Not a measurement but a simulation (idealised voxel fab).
process module | voxel ribs on slabs
cross-section cut | 285 nm wide | cells 5 nm
A cross-section is a grid of square cells, given in bands from the top down. A band is one or more rows of cells.
Each band's line starts with the height of the band's top and of its bottom, in nm. Then come its materials from left to right, each with its width in nm. One material with "throughout" fills the band from edge to edge. "air" is empty space.
Height 0 is the level under which the wafer as received is all one material. The lowest band goes on downwards, as in "0 down".
A width such as "30 to 40" changes by the same amount from each row of cells to the next, from the band's top row to its bottom row.
"no change" after a step means that no cell of the cross-section changed.
closed voids: empty space of 8 cells or more with no open way to the top, each as width x height at its distance from the left edge, in nm
after a step's settings: what the simulator itself notes on the step
overlay nm, on a step with a mask: how far to the right of its planned place the mask lay; to the left if negative
plan
1 op RECEIVE | material Si
2 op DIRECTIONAL_DEP | material SiO2 | thk nm 20
3 op DIRECTIONAL_DEP | material polySi | thk nm 15
4 op PATTERN | tone cover | mask id RIB | material resist | width nm 20 | thk nm 15 | overlay nm 0
5 op DIRECTIONAL_ETCH | etch materials polySi | depth nm 5
6 op STRIP | etch materials resist
7 op MASKED_ETCH | tone cover | mask id SLAB | width nm 60 | etch materials polySi | depth nm 10 | overlay nm 0
8 op FILL_DEP | material SiO2 | thk nm 20
9 op CMP | height nm 50
10 op DIRECTIONAL_DEP | material TiN | thk nm 5
11 op PATTERN | tone cover | mask id HEATER | material resist | width nm 30 | thk nm 20 | overlay nm 0
12 op DIRECTIONAL_ETCH | etch materials TiN | depth nm 5
13 op STRIP | etch materials resist
14 op CONFORMAL_DEP | material SiN | thk nm 10
as received, after step 1
  0 down: Si throughout
  closed voids: none
a wafer at the end: this start, this plan, one mistake
  65 to 60: air 110 | SiN 50 | air 125
  60 to 55: SiN throughout
  55 to 50: SiN 120 | TiN 30 | SiN 135
  50 to 35: SiO2 throughout
  35 to 30: SiO2 130 | polySi 20 | SiO2 135
  30 to 20: SiO2 110 | polySi 60 | SiO2 115
  20 to 0: SiO2 throughout
  0 down: Si throughout
  closed voids: none
what went wrong: step 11 ran as: op PATTERN | tone cover | mask id HEATER | material resist | width nm 30 | thk nm 20 | overlay nm -5
